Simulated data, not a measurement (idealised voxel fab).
The document below concerns the process module designated voxel self aligned contacts.
It is cross-section cut that appears here, measuring 185 nm in width, its square cells being 5 nm in size.
Cross-section = grid of square cells, listed top down in bands; band = one or more rows. This entry defines a band. It first specifies the height of the band's top and the height of its bottom in nm, and then specifies the band's materials from left to right, stating each material with its width in nm. The word "edge to edge" identifies a single material that fills the band from edge to edge, while the word "empty" identifies empty space. The level at which height equals 0 is the one under which the wafer, as it arrives, is entirely one material. No lower edge exists for the bottom band, which continues downward and is notated as in "0 nm and below". Width: "30..40" (first number = top row, second number = bottom row, same change from row to row of cells). "identical to before" (step): cross-section cells unchanged, all of them. Closed cavity list: empty space of 8 cells or more with no open way to the top, each as width x height at its distance from the left edge, in nm. Text after the settings on a step's line: the simulator's own remark on that step. overlay nm: how far to the right of its planned place the mask lay on this masked step (negative: to the left).
Planned process steps
| 1 | op RECEIVE | material Si |
| 2 | op CONFORMAL_DEP | material SiO2 | thk nm 5 |
| 3 | op DIRECTIONAL_DEP | material polySi | thk nm 30 |
| 4 | op DIRECTIONAL_DEP | material SiN | thk nm 20 |
| 5 | op PATTERN | tone cover | mask id GATE | material resist | width nm 25 | pitch nm 60 | thk nm 20 | overlay nm 0 |
| 6 | op DIRECTIONAL_ETCH | etch materials SiN | depth nm 20 |
| 7 | op DIRECTIONAL_ETCH | etch materials polySi | depth nm 30 |
| 8 | op STRIP | etch materials resist |
| 9 | op CONFORMAL_DEP | material SiN | thk nm 10 |
| 10 | op DIRECTIONAL_ETCH | etch materials SiN | depth nm 10 |
| 11 | op FILL_DEP | material SiO2 | thk nm 20 |
| 12 | op CMP | height nm 65 |
| 13 | op PATTERN | tone open | mask id CONTACT | material resist | width nm 45 | thk nm 15 | overlay nm 0 |
| 14 | op DIRECTIONAL_ETCH | etch materials SiO2 | depth nm 65 |
| 15 | op STRIP | etch materials resist |
| 16 | op CONFORMAL_DEP | material TiN | thk nm 5 |
| 17 | op FILL_DEP | material W | thk nm 5 |
| 18 | op CMP | height nm 65 |
| 19 | op CONFORMAL_DEP | material SiCN | thk nm 5 |
Incoming wafer in cross-section (state: after step 1)
    0 nm and below  Si edge to edge
    Closed cavity list: none
First wafer of two, sectioned at end of module; run went per plan
    70 nm to 65 nm  SiCN edge to edge
    65 nm to 55 nm  SiO2 70 nm, then TiN 5..20 nm, then W 35..5 nm, then TiN 5..20 nm, then SiO2 70 nm
    55 nm to 35 nm  SiO2 40 nm, then SiN 45 nm, then TiN 5 nm, then W 5 nm, then TiN 5 nm, then SiN 45 nm, then SiO2 40 nm
    35 nm to 5 nm  SiO2 40 nm, then SiN 10 nm, then polySi 25 nm, then SiN 10 nm, then TiN 5 nm, then W 5 nm, then TiN 5 nm, then SiN 10 nm, then polySi 25 nm, then SiN 10 nm, then SiO2 40 nm
    5 nm to 0 nm  SiO2 85 nm, then TiN 15 nm, then SiO2 85 nm
    0 nm and below  Si edge to edge
    Closed cavity list: none
Presented here is a cross-section of the second of the two wafers as it stood at the end of the module. It was started in the same manner and assigned the same plan as the first wafer; however, one mistake was made in its execution
    70 nm to 65 nm  polySi edge to edge
    65 nm to 55 nm  SiO2 70 nm, then TiN 5..20 nm, then W 35..5 nm, then TiN 5..20 nm, then SiO2 70 nm
    55 nm to 35 nm  SiO2 40 nm, then SiN 45 nm, then TiN 5 nm, then W 5 nm, then TiN 5 nm, then SiN 45 nm, then SiO2 40 nm
    35 nm to 5 nm  SiO2 40 nm, then SiN 10 nm, then polySi 25 nm, then SiN 10 nm, then TiN 5 nm, then W 5 nm, then TiN 5 nm, then SiN 10 nm, then polySi 25 nm, then SiN 10 nm, then SiO2 40 nm
    5 nm to 0 nm  SiO2 85 nm, then TiN 15 nm, then SiO2 85 nm
    0 nm and below  Si edge to edge
    Closed cavity list: none
Here's what went sideways: step 19 was not run as planned; what actually ran was op CONFORMAL_DEP | material polySi | thk nm 5
Bottom line after processing is that, in cells, the second wafer is up or down on some materials versus the first: SiCN: 37 fewer, polySi: 37 more
